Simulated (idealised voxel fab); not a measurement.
process module | voxel self aligned contacts
Square cell edge 5 nm, section width 145 nm, ID cut.
When this document writes out a cross-section, it uses a grid of square cells and lists it as bands, beginning at the top and moving down, with a band standing for one or more rows of cells. Band entry format. Leading values: height of top, height of bottom, nm. Remainder: materials in left-to-right order, each with its width in nm. Special words: "full width" on a single material, which then fills the band edge to edge; "air", empty space. Below 0: as-received wafer, all one material; heights counted from there. Lowest band: no bottom, goes on down, written "0..down". Top row gets the first number, bottom row gets the second, and each row in between changes by the same step: that is how a band width like "30..40" works. Where the words "remains unaltered" appear for a step, the cross-section shows no cell changed by that step; every cell remained as before. This entry, "Sealed void list", enumerates those empty regions of no fewer than 8 cells that possess no open connection to the top. Each region is reported in the form width x height at distance, the distance being taken from the left edge, with all three quantities expressed in nm. Text after the settings on a step's line: the simulator's own remark on that step. When a step includes a mask, the "overlay nm" setting on its line states how far to the right of its planned place that mask lay, and negative values state how far to the left. Below you will find pairs of cross-sections. In each, one shows the wafer before one process step and the other after it, with the after view ending at the lowest band that changed. Under each pair is the step separating them, along with its settings. Do not assume the pairs form a chain: they can come from different runs of this module on the same starting wafer, and a pair continues from the pair above it only when its "Prior state" entry says so.
**Prior state**
    65..55  SiO2 full width
    55..40  25 nm SiO2; 35 nm SiN; 25 nm SiO2; 35 nm SiN; 25 nm SiO2
    40..35  SiN full width
    35..5  polySi full width
    5..0  SiO2 full width
    0..down  Si full width
    Sealed void list: none
**Resulting Cross-Section**
    80..65  aC full width
    All layers under 65 are left as they were.
    Sealed void list: none
The step occurring between the two cross-sections depicted above is identified as DIRECTIONAL_DEP [material aC] [thk nm 15]
Prior state: refer to the pair immediately above; the cross-section shown after its step is the state before this one.
**Resulting Cross-Section**
    110..80  50 nm resist; 45 nm air; 50 nm resist
    All layers under 80 are left as they were.
    Sealed void list: none
The step occurring between the two cross-sections depicted above is identified as PATTERN [tone open] [mask id CONTACT] [material resist] [width nm 45] [thk nm 30] [overlay nm 0]
Prior state: refer to the pair immediately above; the cross-section shown after its step is the state before this one.
**Resulting Cross-Section**
    95..80  50 nm resist; 45 nm air; 50 nm resist
    80..65  50 nm aC; 45 nm air; 50 nm aC
    All layers under 65 are left as they were.
    Sealed void list: none
The step occurring between the two cross-sections depicted above is identified as DIRECTIONAL_ETCH [etch materials aC] [depth nm 15]
Prior state: refer to the pair immediately above; the cross-section shown after its step is the state before this one.
**Resulting Cross-Section**
    80..65  50 nm aC; 45 nm air; 50 nm aC
    All layers under 65 are left as they were.
    Sealed void list: none
The step occurring between the two cross-sections depicted above is identified as STRIP [etch materials resist]
Prior state: refer to the pair immediately above; the cross-section shown after its step is the state before this one.
**Resulting Cross-Section**
    80..65  50 nm aC; 45 nm air; 50 nm aC
    65..55  50 nm SiO2; 45 nm air; 50 nm SiO2
    55..40  25 nm SiO2; 35 nm SiN; 25 nm air; 35 nm SiN; 25 nm SiO2
    All layers under 40 are left as they were.
    Sealed void list: none
The step occurring between the two cross-sections depicted above is identified as DIRECTIONAL_ETCH [etch materials SiO2] [depth nm 65]
Prior state: refer to the pair immediately above; the cross-section shown after its step is the state before this one.
**Resulting Cross-Section**
    65..55  50 nm SiO2; 45 nm air; 50 nm SiO2
    All layers under 55 are left as they were.
    Sealed void list: none
The step occurring between the two cross-sections depicted above is identified as STRIP [etch materials aC]
Prior state: refer to the pair immediately above; the cross-section shown after its step is the state before this one.
**Resulting Cross-Section**
    70..65  55 nm TiN; 35 nm air; 55 nm TiN
    65..55  50 nm SiO2; 5..15 nm TiN; 35..15 nm air; 5..15 nm TiN; 50 nm SiO2
    55..45  25 nm SiO2; 35 nm SiN; 5 nm TiN; 15 nm air; 5 nm TiN; 35 nm SiN; 25 nm SiO2
    45..40  25 nm SiO2; 35 nm SiN; 25 nm TiN; 35 nm SiN; 25 nm SiO2
    All layers under 40 are left as they were.
    Sealed void list: none
The step occurring between the two cross-sections depicted above is identified as CONFORMAL_DEP [material TiN] [thk nm 5]
Prior state: refer to the pair immediately above; the cross-section shown after its step is the state before this one.
**Resulting Cross-Section**
    75..70  Ru full width
    70..65  55 nm TiN; 35 nm Ru; 55 nm TiN
    65..55  50 nm SiO2; 5..15 nm TiN; 35..15 nm Ru; 5..15 nm TiN; 50 nm SiO2
    55..45  25 nm SiO2; 35 nm SiN; 5 nm TiN; 15 nm Ru; 5 nm TiN; 35 nm SiN; 25 nm SiO2
    All layers under 45 are left as they were.
    Sealed void list: none
The step occurring between the two cross-sections depicted above is identified as FILL_DEP [material Ru] [thk nm 5]
Prior state: refer to the pair immediately above; the cross-section shown after its step is the state before this one.
**Resulting Cross-Section**
    65..55  50 nm SiO2; 5..15 nm TiN; 35..15 nm Ru; 5..15 nm TiN; 50 nm SiO2
    All layers under 55 are left as they were.
    Sealed void list: none
The step occurring between the two cross-sections depicted above is identified as CMP [height nm 65]
Prior state: refer to the pair immediately above; the cross-section shown after its step is the state before this one.
**Resulting Cross-Section**
    70..65  SiN full width
    All layers under 65 are left as they were.
    Sealed void list: none
The step occurring between the two cross-sections depicted above is identified as CONFORMAL_DEP [material SiN] [thk nm 5]
**Prior state**
    55..35  SiN full width
    35..5  polySi full width
    5..0  SiO2 full width
    0..down  Si full width
    Sealed void list: none
**Resulting Cross-Section**
    55..35  35 nm air; 20 nm SiN; 40 nm air; 20 nm SiN; 30 nm air
    All layers under 35 are left as they were.
    Sealed void list: none
The step occurring between the two cross-sections depicted above is identified as MASKED_ETCH [tone cover] [mask id GATE] [width nm 20] [pitch nm 60] [etch materials SiN] [depth nm 20] [overlay nm 0]
Prior state: refer to the pair immediately above; the cross-section shown after its step is the state before this one.
**Resulting Cross-Section**
    55..35  35 nm air; 20 nm SiN; 40 nm air; 20 nm SiN; 30 nm air
    35..5  30 nm air; 25 nm polySi; 35 nm air; 25 nm polySi; 30 nm air
    All layers under 5 are left as they were.
    Sealed void list: none
The step occurring between the two cross-sections depicted above is identified as MASKED_ETCH [tone cover] [mask id GATE] [width nm 25] [pitch nm 60] [etch materials polySi] [depth nm 30] [overlay nm 0]
Prior state: refer to the pair immediately above; the cross-section shown after its step is the state before this one.
**Resulting Cross-Section**
    60..40  30 nm air; 30 nm SiN; 30 nm air; 30 nm SiN; 25 nm air
    40..35  25 nm air; 35 nm SiN; 25 nm air; 35 nm SiN; 25 nm air
    35..10  25 nm air; 5 nm SiN; 25 nm polySi; 5 nm SiN; 25 nm air; 5 nm SiN; 25 nm polySi; 5 nm SiN; 25 nm air
    10..5  30 nm SiN; 25 nm polySi; 35 nm SiN; 25 nm polySi; 30 nm SiN
    All layers under 5 are left as they were.
    Sealed void list: none
The step occurring between the two cross-sections depicted above is identified as CONFORMAL_DEP [material SiN] [thk nm 5]
Prior state: refer to the pair immediately above; the cross-section shown after its step is the state before this one.
**Resulting Cross-Section**
    55..35  30 nm air; 30 nm SiN; 30 nm air; 30 nm SiN; 25 nm air
    35..5  25 nm air; 5 nm SiN; 25 nm polySi; 5 nm SiN; 25 nm air; 5 nm SiN; 25 nm polySi; 5 nm SiN; 25 nm air
    All layers under 5 are left as they were.
    Sealed void list: none
The step occurring between the two cross-sections depicted above is identified as DIRECTIONAL_ETCH [etch materials SiN] [depth nm 5]
Prior state: refer to the pair immediately above; the cross-section shown after its step is the state before this one.
**Resulting Cross-Section**
    75..55  SiO2 full width
    55..35  30 nm SiO2; 30 nm SiN; 30 nm SiO2; 30 nm SiN; 25 nm SiO2
    35..5  25 nm SiO2; 5 nm SiN; 25 nm polySi; 5 nm SiN; 25 nm SiO2; 5 nm SiN; 25 nm polySi; 5 nm SiN; 25 nm SiO2
    All layers under 5 are left as they were.
    Sealed void list: none
The step occurring between the two cross-sections depicted above is identified as FILL_DEP [material SiO2] [thk nm 20]
Prior state: refer to the pair immediately above; the cross-section shown after its step is the state before this one.
**Resulting Cross-Section**
    65..55  SiO2 full width
    All layers under 55 are left as they were.
    Sealed void list: none
The step occurring between the two cross-sections depicted above is identified as CMP [height nm 65]
Prior state: refer to the pair immediately above; the cross-section shown after its step is the state before this one.
**Resulting Cross-Section**
    80..65  aC full width
    All layers under 65 are left as they were.
    Sealed void list: none
The step occurring between the two cross-sections depicted above is identified as DIRECTIONAL_DEP [material aC] [thk nm 15]
Prior state: refer to the pair immediately above; the cross-section shown after its step is the state before this one.
**Resulting Cross-Section**
    110..80  50 nm resist; 45 nm air; 50 nm resist
    All layers under 80 are left as they were.
    Sealed void list: none
The step occurring between the two cross-sections depicted above is identified as PATTERN [tone open] [mask id CONTACT] [material resist] [width nm 45] [thk nm 30] [overlay nm 0]
Prior state: refer to the pair immediately above; the cross-section shown after its step is the state before this one.
**Resulting Cross-Section**
    95..80  50 nm resist; 45 nm air; 50 nm resist
    80..65  50 nm aC; 45 nm air; 50 nm aC
    All layers under 65 are left as they were.
    Sealed void list: none
The step occurring between the two cross-sections depicted above is identified as DIRECTIONAL_ETCH [etch materials aC] [depth nm 15]
Prior state: refer to the pair immediately above; the cross-section shown after its step is the state before this one.
**Resulting Cross-Section**
    80..65  50 nm aC; 45 nm air; 50 nm aC
    All layers under 65 are left as they were.
    Sealed void list: none
The step occurring between the two cross-sections depicted above is identified as STRIP [etch materials resist]
Prior state: refer to the pair immediately above; the cross-section shown after its step is the state before this one.
**Resulting Cross-Section**
    80..65  50 nm aC; 45 nm air; 50 nm aC
    65..55  50 nm SiO2; 45 nm air; 50 nm SiO2
    55..35  30 nm SiO2; 30 nm SiN; 30 nm air; 30 nm SiN; 25 nm SiO2
    35..5  25 nm SiO2; 5 nm SiN; 25 nm polySi; 5 nm SiN; 25 nm air; 5 nm SiN; 25 nm polySi; 5 nm SiN; 25 nm SiO2
    5..0  60 nm SiO2; 25 nm air; 60 nm SiO2
    All layers under 0 are left as they were.
    Sealed void list: none
The step occurring between the two cross-sections depicted above is identified as DIRECTIONAL_ETCH [etch materials SiO2] [depth nm 65]
Prior state: refer to the pair immediately above; the cross-section shown after its step is the state before this one.
**Resulting Cross-Section**
    65..55  50 nm SiO2; 45 nm air; 50 nm SiO2
    All layers under 55 are left as they were.
    Sealed void list: none
The step occurring between the two cross-sections depicted above is identified as STRIP [etch materials aC]
Prior state: refer to the pair immediately above; the cross-section shown after its step is the state before this one.
**Resulting Cross-Section**
    70..65  55 nm TiN; 35 nm air; 55 nm TiN
    65..55  50 nm SiO2; 5..15 nm TiN; 35..20 nm air; 5..10 nm TiN; 50 nm SiO2
    55..40  30 nm SiO2; 30 nm SiN; 5 nm TiN; 20 nm air; 5 nm TiN; 30 nm SiN; 25 nm SiO2
    40..35  30 nm SiO2; 30 nm SiN; 5 nm TiN; 15 nm air; 10 nm TiN; 30 nm SiN; 25 nm SiO2
    35..5  25 nm SiO2; 5 nm SiN; 25 nm polySi; 5 nm SiN; 5 nm TiN; 15 nm air; 5 nm TiN; 5 nm SiN; 25 nm polySi; 5 nm SiN; 25 nm SiO2
    5..0  60 nm SiO2; 25 nm TiN; 60 nm SiO2
    All layers under 0 are left as they were.
    Sealed void list: none
The step occurring between the two cross-sections depicted above is identified as CONFORMAL_DEP [material TiN] [thk nm 5]
Prior state: refer to the pair immediately above; the cross-section shown after its step is the state before this one.
**Resulting Cross-Section**
    75..70  Ru full width
    70..65  55 nm TiN; 35 nm Ru; 55 nm TiN
    65..55  50 nm SiO2; 5..15 nm TiN; 35..20 nm Ru; 5..10 nm TiN; 50 nm SiO2
    55..40  30 nm SiO2; 30 nm SiN; 5 nm TiN; 20 nm Ru; 5 nm TiN; 30 nm SiN; 25 nm SiO2
    40..35  30 nm SiO2; 30 nm SiN; 5 nm TiN; 15 nm Ru; 10 nm TiN; 30 nm SiN; 25 nm SiO2
    35..5  25 nm SiO2; 5 nm SiN; 25 nm polySi; 5 nm SiN; 5 nm TiN; 15 nm Ru; 5 nm TiN; 5 nm SiN; 25 nm polySi; 5 nm SiN; 25 nm SiO2
    All layers under 5 are left as they were.
    Sealed void list: none
The step occurring between the two cross-sections depicted above is identified as FILL_DEP [material Ru] [thk nm 5]
Prior state: refer to the pair immediately above; the cross-section shown after its step is the state before this one.
**Resulting Cross-Section**
    65..55  50 nm SiO2; 5..15 nm TiN; 35..20 nm Ru; 5..10 nm TiN; 50 nm SiO2
    All layers under 55 are left as they were.
    Sealed void list: none
The step occurring between the two cross-sections depicted above is identified as CMP [height nm 65]
Prior state: refer to the pair immediately above; the cross-section shown after its step is the state before this one.
**Resulting Cross-Section**
    70..65  SiN full width
    All layers under 65 are left as they were.
    Sealed void list: none
The step occurring between the two cross-sections depicted above is identified as CONFORMAL_DEP [material SiN] [thk nm 5]
**Prior state**
    80..65  aC full width
    65..55  SiO2 full width
    55..35  25 nm SiO2; 35 nm SiN; 25 nm SiO2; 35 nm SiN; 25 nm SiO2
    35..5  25 nm SiO2; 5 nm SiN; 25 nm polySi; 5 nm SiN; 25 nm SiO2; 5 nm SiN; 25 nm polySi; 5 nm SiN; 25 nm SiO2
    5..0  SiO2 full width
    0..down  Si full width
    Sealed void list: none
**Resulting Cross-Section**
    110..80  60 nm resist; 45 nm air; 40 nm resist
    All layers under 80 are left as they were.
    Sealed void list: none
The step occurring between the two cross-sections depicted above is identified as PATTERN [tone open] [mask id CONTACT] [material resist] [width nm 45] [thk nm 30] [overlay nm 10]
Prior state: refer to the pair immediately above; the cross-section shown after its step is the state before this one.
**Resulting Cross-Section**
    95..80  60 nm resist; 45 nm air; 40 nm resist
    80..65  60 nm aC; 45 nm air; 40 nm aC
    All layers under 65 are left as they were.
    Sealed void list: none
The step occurring between the two cross-sections depicted above is identified as DIRECTIONAL_ETCH [etch materials aC] [depth nm 15]
Prior state: refer to the pair immediately above; the cross-section shown after its step is the state before this one.
**Resulting Cross-Section**
    80..65  60 nm aC; 45 nm air; 40 nm aC
    All layers under 65 are left as they were.
    Sealed void list: none
The step occurring between the two cross-sections depicted above is identified as STRIP [etch materials resist]
Prior state: refer to the pair immediately above; the cross-section shown after its step is the state before this one.
**Resulting Cross-Section**
    80..65  60 nm aC; 45 nm air; 40 nm aC
    65..55  60 nm SiO2; 45 nm air; 40 nm SiO2
    55..35  25 nm SiO2; 35 nm SiN; 25 nm air; 35 nm SiN; 25 nm SiO2
    35..5  25 nm SiO2; 5 nm SiN; 25 nm polySi; 5 nm SiN; 25 nm air; 5 nm SiN; 25 nm polySi; 5 nm SiN; 25 nm SiO2
    5..0  60 nm SiO2; 25 nm air; 60 nm SiO2
    All layers under 0 are left as they were.
    Sealed void list: none
The step occurring between the two cross-sections depicted above is identified as DIRECTIONAL_ETCH [etch materials SiO2] [depth nm 65]
Prior state: refer to the pair immediately above; the cross-section shown after its step is the state before this one.
**Resulting Cross-Section**
    65..55  60 nm SiO2; 45 nm air; 40 nm SiO2
    All layers under 55 are left as they were.
    Sealed void list: none
The step occurring between the two cross-sections depicted above is identified as STRIP [etch materials aC]
Prior state: refer to the pair immediately above; the cross-section shown after its step is the state before this one.
**Resulting Cross-Section**
    70..65  65 nm TiN; 35 nm air; 45 nm TiN
    65..55  60 nm SiO2; 5 nm TiN; 35..15 nm air; 5..25 nm TiN; 40 nm SiO2
    55..35  25 nm SiO2; 35 nm SiN; 5 nm TiN; 15 nm air; 5 nm TiN; 35 nm SiN; 25 nm SiO2
    35..5  25 nm SiO2; 5 nm SiN; 25 nm polySi; 5 nm SiN; 5 nm TiN; 15 nm air; 5 nm TiN; 5 nm SiN; 25 nm polySi; 5 nm SiN; 25 nm SiO2
    5..0  60 nm SiO2; 25 nm TiN; 60 nm SiO2
    All layers under 0 are left as they were.
    Sealed void list: none
The step occurring between the two cross-sections depicted above is identified as CONFORMAL_DEP [material TiN] [thk nm 5]
Prior state: refer to the pair immediately above; the cross-section shown after its step is the state before this one.
**Resulting Cross-Section**
    75..70  Ru full width
    70..65  65 nm TiN; 35 nm Ru; 45 nm TiN
    65..55  60 nm SiO2; 5 nm TiN; 35..15 nm Ru; 5..25 nm TiN; 40 nm SiO2
    55..35  25 nm SiO2; 35 nm SiN; 5 nm TiN; 15 nm Ru; 5 nm TiN; 35 nm SiN; 25 nm SiO2
    35..5  25 nm SiO2; 5 nm SiN; 25 nm polySi; 5 nm SiN; 5 nm TiN; 15 nm Ru; 5 nm TiN; 5 nm SiN; 25 nm polySi; 5 nm SiN; 25 nm SiO2
    All layers under 5 are left as they were.
    Sealed void list: none
The step occurring between the two cross-sections depicted above is identified as FILL_DEP [material Ru] [thk nm 5]
Prior state: refer to the pair immediately above; the cross-section shown after its step is the state before this one.
**Resulting Cross-Section**
    65..55  60 nm SiO2; 5 nm TiN; 35..15 nm Ru; 5..25 nm TiN; 40 nm SiO2
    All layers under 55 are left as they were.
    Sealed void list: none
The step occurring between the two cross-sections depicted above is identified as CMP [height nm 65]
Prior state: refer to the pair immediately above; the cross-section shown after its step is the state before this one.
**Resulting Cross-Section**
    70..65  SiN full width
    All layers under 65 are left as they were.
    Sealed void list: none
The step occurring between the two cross-sections depicted above is identified as CONFORMAL_DEP [material SiN] [thk nm 5]
**Prior state**
    65..55  50 nm SiO2; 45 nm air; 50 nm SiO2
    55..35  25 nm SiO2; 35 nm SiN; 25 nm air; 35 nm SiN; 25 nm SiO2
    35..5  25 nm SiO2; 5 nm SiN; 25 nm polySi; 5 nm SiN; 25 nm air; 5 nm SiN; 25 nm polySi; 5 nm SiN; 25 nm SiO2
    5..0  60 nm SiO2; 25 nm air; 60 nm SiO2
    0..down  Si full width
    Sealed void list: none
**Resulting Cross-Section**
    70..65  55 nm polySi; 35 nm air; 55 nm polySi
    65..55  50 nm SiO2; 5..15 nm polySi; 35..15 nm air; 5..15 nm polySi; 50 nm SiO2
    55..35  25 nm SiO2; 35 nm SiN; 5 nm polySi; 15 nm air; 5 nm polySi; 35 nm SiN; 25 nm SiO2
    35..5  25 nm SiO2; 5 nm SiN; 25 nm polySi; 5 nm SiN; 5 nm polySi; 15 nm air; 5 nm polySi; 5 nm SiN; 25 nm polySi; 5 nm SiN; 25 nm SiO2
    5..0  60 nm SiO2; 25 nm polySi; 60 nm SiO2
    All layers under 0 are left as they were.
    Sealed void list: none
The step occurring between the two cross-sections depicted above is identified as CONFORMAL_DEP [material polySi] [thk nm 5]
Prior state: refer to the pair immediately above; the cross-section shown after its step is the state before this one.
**Resulting Cross-Section**
    75..70  Ru full width
    70..65  55 nm polySi; 35 nm Ru; 55 nm polySi
    65..55  50 nm SiO2; 5..15 nm polySi; 35..15 nm Ru; 5..15 nm polySi; 50 nm SiO2
    55..35  25 nm SiO2; 35 nm SiN; 5 nm polySi; 15 nm Ru; 5 nm polySi; 35 nm SiN; 25 nm SiO2
    35..5  25 nm SiO2; 5 nm SiN; 25 nm polySi; 5 nm SiN; 5 nm polySi; 15 nm Ru; 5 nm polySi; 5 nm SiN; 25 nm polySi; 5 nm SiN; 25 nm SiO2
    All layers under 5 are left as they were.
    Sealed void list: none
The step occurring between the two cross-sections depicted above is identified as FILL_DEP [material Ru] [thk nm 5]
Prior state: refer to the pair immediately above; the cross-section shown after its step is the state before this one.
**Resulting Cross-Section**
    65..55  50 nm SiO2; 5..15 nm polySi; 35..15 nm Ru; 5..15 nm polySi; 50 nm SiO2
    All layers under 55 are left as they were.
    Sealed void list: none
The step occurring between the two cross-sections depicted above is identified as CMP [height nm 65]
Prior state: refer to the pair immediately above; the cross-section shown after its step is the state before this one.
**Resulting Cross-Section**
    70..65  SiN full width
    All layers under 65 are left as they were.
    Sealed void list: none
The step occurring between the two cross-sections depicted above is identified as CONFORMAL_DEP [material SiN] [thk nm 5]
**Prior state**
    55..35  SiN full width
    35..5  polySi full width
    5..0  SiO2 full width
    0..down  Si full width
    Sealed void list: none
**Resulting Cross-Section**
    55..35  30 nm SiN; 25 nm air; 35 nm SiN; 25 nm air; 30 nm SiN
    All layers under 35 are left as they were.
    Sealed void list: none
The step occurring between the two cross-sections depicted above is identified as MASKED_ETCH [tone open] [mask id GATE] [width nm 25] [pitch nm 60] [etch materials SiN] [depth nm 20] [overlay nm 0]
Prior state: refer to the pair immediately above; the cross-section shown after its step is the state before this one.
**Resulting Cross-Section**
    60..40  35 nm SiN; 15 nm air; 45 nm SiN; 15 nm air; 35 nm SiN
    40..35  SiN full width
    All layers under 35 are left as they were.
    Sealed void list: none
The step occurring between the two cross-sections depicted above is identified as CONFORMAL_DEP [material SiN] [thk nm 5]
Prior state: refer to the pair immediately above; the cross-section shown after its step is the state before this one.
**Resulting Cross-Section**
    55..35  35 nm SiN; 15 nm air; 45 nm SiN; 15 nm air; 35 nm SiN
    All layers under 35 are left as they were.
    Sealed void list: none
The step occurring between the two cross-sections depicted above is identified as DIRECTIONAL_ETCH [etch materials SiN] [depth nm 5]
Prior state: refer to the pair immediately above; the cross-section shown after its step is the state before this one.
**Resulting Cross-Section**
    75..55  SiO2 full width
    55..35  35 nm SiN; 15 nm SiO2; 45 nm SiN; 15 nm SiO2; 35 nm SiN
    All layers under 35 are left as they were.
    Sealed void list: none
The step occurring between the two cross-sections depicted above is identified as FILL_DEP [material SiO2] [thk nm 20]
Prior state: refer to the pair immediately above; the cross-section shown after its step is the state before this one.
**Resulting Cross-Section**
    65..55  SiO2 full width
    All layers under 55 are left as they were.
    Sealed void list: none
The step occurring between the two cross-sections depicted above is identified as CMP [height nm 65]
Prior state: refer to the pair immediately above; the cross-section shown after its step is the state before this one.
**Resulting Cross-Section**
    80..65  aC full width
    All layers under 65 are left as they were.
    Sealed void list: none
The step occurring between the two cross-sections depicted above is identified as DIRECTIONAL_DEP [material aC] [thk nm 15]
Prior state: refer to the pair immediately above; the cross-section shown after its step is the state before this one.
**Resulting Cross-Section**
    110..80  50 nm resist; 45 nm air; 50 nm resist
    All layers under 80 are left as they were.
    Sealed void list: none
The step occurring between the two cross-sections depicted above is identified as PATTERN [tone open] [mask id CONTACT] [material resist] [width nm 45] [thk nm 30] [overlay nm 0]
Prior state: refer to the pair immediately above; the cross-section shown after its step is the state before this one.
**Resulting Cross-Section**
    95..80  50 nm resist; 45 nm air; 50 nm resist
    80..65  50 nm aC; 45 nm air; 50 nm aC
    All layers under 65 are left as they were.
    Sealed void list: none
The step occurring between the two cross-sections depicted above is identified as DIRECTIONAL_ETCH [etch materials aC] [depth nm 15]
Prior state: refer to the pair immediately above; the cross-section shown after its step is the state before this one.
**Resulting Cross-Section**
    80..65  50 nm aC; 45 nm air; 50 nm aC
    All layers under 65 are left as they were.
    Sealed void list: none
The step occurring between the two cross-sections depicted above is identified as STRIP [etch materials resist]
Prior state: refer to the pair immediately above; the cross-section shown after its step is the state before this one.
**Resulting Cross-Section**
    80..65  50 nm aC; 45 nm air; 50 nm aC
    65..55  50 nm SiO2; 45 nm air; 50 nm SiO2
    All layers under 55 are left as they were.
    Sealed void list: none
The step occurring between the two cross-sections depicted above is identified as DIRECTIONAL_ETCH [etch materials SiO2] [depth nm 65]
Prior state: refer to the pair immediately above; the cross-section shown after its step is the state before this one.
**Resulting Cross-Section**
    65..55  50 nm SiO2; 45 nm air; 50 nm SiO2
    All layers under 55 are left as they were.
    Sealed void list: none
The step occurring between the two cross-sections depicted above is identified as STRIP [etch materials aC]
Prior state: refer to the pair immediately above; the cross-section shown after its step is the state before this one.
**Resulting Cross-Section**
    70..65  55 nm TiN; 35 nm air; 55 nm TiN
    65..60  50 nm SiO2; 5 nm TiN; 35 nm air; 5 nm TiN; 50 nm SiO2
    60..55  50 nm SiO2; 45 nm TiN; 50 nm SiO2
    All layers under 55 are left as they were.
    Sealed void list: none
The step occurring between the two cross-sections depicted above is identified as CONFORMAL_DEP [material TiN] [thk nm 5]
Prior state: refer to the pair immediately above; the cross-section shown after its step is the state before this one.
**Resulting Cross-Section**
    75..70  Ru full width
    70..65  55 nm TiN; 35 nm Ru; 55 nm TiN
    65..60  50 nm SiO2; 5 nm TiN; 35 nm Ru; 5 nm TiN; 50 nm SiO2
    All layers under 60 are left as they were.
    Sealed void list: none
The step occurring between the two cross-sections depicted above is identified as FILL_DEP [material Ru] [thk nm 5]
Prior state: refer to the pair immediately above; the cross-section shown after its step is the state before this one.
**Resulting Cross-Section**
    65..60  50 nm SiO2; 5 nm TiN; 35 nm Ru; 5 nm TiN; 50 nm SiO2
    All layers under 60 are left as they were.
    Sealed void list: none
The step occurring between the two cross-sections depicted above is identified as CMP [height nm 65]
Prior state: refer to the pair immediately above; the cross-section shown after its step is the state before this one.
**Resulting Cross-Section**
    70..65  SiN full width
    All layers under 65 are left as they were.
    Sealed void list: none
The step occurring between the two cross-sections depicted above is identified as CONFORMAL_DEP [material SiN] [thk nm 5]
